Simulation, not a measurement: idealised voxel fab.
The process module presented herein is designated voxel capacitor over wiring.
The width of the displayed cross-section, cut, is 265 nm; its cells are square, with a size of 5 nm.
Square cells in a grid make up a cross-section in this document, and the grid is given as bands, listed from the top down, each one or more rows of cells.
Band: top and bottom heights (nm) first, top before bottom; then materials from left to right, widths in nm. "throughout" marks a sole material filling the band edge to edge. "blank" denotes empty space.
For the purposes of this specification, 0 denotes the height below which the wafer in its as-received condition is composed wholly of one material, and the lowermost band, lacking a lower limit, extends downward without end, as expressed in "0 -> down".
You'd read "30 to 40" like this: the band's top row of cells is as wide as the first number, its bottom row is as wide as the second, and going down, every row changes width by the same amount as the row before did.
The designation "no change occurred", where it is given for a processing step, indicates that no cell of the cross-section was altered in the course of that step.
Heads up: "Enclosed void list" only lists the empty pockets with no open path to the top that are 8 cells or more, and it writes them as width x height at distance, distance from the left edge, in nm.
On each step's line, the part that comes after the settings is the simulator's own comment on the step.
Among the settings permitted on a step's line is "overlay nm"; applied to a step with a mask, it specifies the extent to which the mask lay to the right of its planned position, whereas a negative figure signifies a position to the left.
Below is the list of planned process steps
1: RECEIVE | material Si
2: CONFORMAL_DEP | material SiO2 | thk nm 10
3: CONFORMAL_DEP | material SiN | thk nm 5
4: DIRECTIONAL_DEP | material lowk | thk nm 15
5: DIRECTIONAL_DEP | material aC | thk nm 10
6: PATTERN | tone open | mask id METAL_1 | material resist | width nm 30 | pitch nm 100 | thk nm 25 | overlay nm 0
7: DIRECTIONAL_ETCH | etch materials aC | depth nm 10
8: STRIP | etch materials resist
9: DIRECTIONAL_ETCH | etch materials lowk | depth nm 15
10: DIRECTIONAL_ETCH | etch materials SiN | depth nm 5
11: STRIP | etch materials aC
12: CONFORMAL_DEP | material TiN | thk nm 5
13: FILL_DEP | material Cu | thk nm 10
14: CMP | height nm 30
15: EPI | material Ru | thk nm 5
16: FILL_DEP | material SiCN | thk nm 5
17: DIRECTIONAL_DEP | material lowk | thk nm 20
18: MASKED_ETCH | tone open | mask id PLUG_1 | width nm 15 | etch materials lowk | depth nm 20 | overlay nm 0
19: MASKED_ETCH | tone open | mask id PLUG_1 | width nm 15 | etch materials SiCN | depth nm 5 | overlay nm 0
20: EPI | material Ru | thk nm 10
21: EPI | material Ru | thk nm 10
22: EPI | material Ru | thk nm 5
23: DIRECTIONAL_DEP | material TiN | thk nm 10
24: DIRECTIONAL_DEP | material Al2O3 | thk nm 5
25: DIRECTIONAL_DEP | material TiN | thk nm 5
26: PATTERN | tone cover | mask id UPPER_PLATE | material resist | width nm 75 | thk nm 15 | overlay nm 0
27: DIRECTIONAL_ETCH | etch materials TiN | depth nm 5
28: DIRECTIONAL_ETCH | etch materials Al2O3 | depth nm 5
29: STRIP | etch materials resist
30: MASKED_ETCH | tone cover | mask id LOWER_PLATE | width nm 85 | etch materials TiN | depth nm 10 | overlay nm 0
31: FILL_DEP | material SiO2 | thk nm 15
32: CMP | height nm 90
33: DIRECTIONAL_DEP | material aC | thk nm 15
34: PATTERN | tone open | mask id PLUG_2 | material resist | width nm 15 | thk nm 35 | overlay nm 0
35: DIRECTIONAL_ETCH | etch materials aC | depth nm 15
36: STRIP | etch materials resist
37: DIRECTIONAL_ETCH | etch materials SiO2 | depth nm 10
38: STRIP | etch materials aC
39: CONFORMAL_DEP | material TiN | thk nm 5
40: FILL_DEP | material Ru | thk nm 10
41: CMP | height nm 90
42: CONFORMAL_DEP | material SiCN | thk nm 5
So this is the incoming wafer in cross-section - it's already been through step 1
* 0 -> down = Si throughout
* Enclosed void list: none
The module was run from the start shown above using the plan shown above, but one mistake was made doing it; the resulting wafer cross-section is below
* 95 -> 90 = SiCN throughout
* 90 -> 85 = 90 SiO2  5 TiN  5 Ru  5 TiN  160 SiO2
* 85 -> 75 = 90 to 80 SiO2  15 to 75 TiN  160 to 110 SiO2
* 75 -> 70 = 80 SiO2  75 Al2O3  110 SiO2
* 70 -> 60 = 75 SiO2  85 TiN  105 SiO2
* 60 -> 40 = 80 lowk  15 Ru  170 lowk
* 40 -> 35 = 80 SiCN  15 Ru  170 SiCN
* 35 -> 30 = 60 SiCN  40 Ru  60 SiCN  40 Ru  65 SiCN
* 30 -> 25 = 65 SiN  30 TiN  70 SiN  30 TiN  70 SiN
* 25 -> 10 = lowk throughout
* 10 -> 0 = SiO2 throughout
* 0 -> down = Si throughout
* Enclosed void list: none
Heads up, the wafer didn't run the way we planned it: deviation from plan: step 4 and step 3 executed in one another's positions
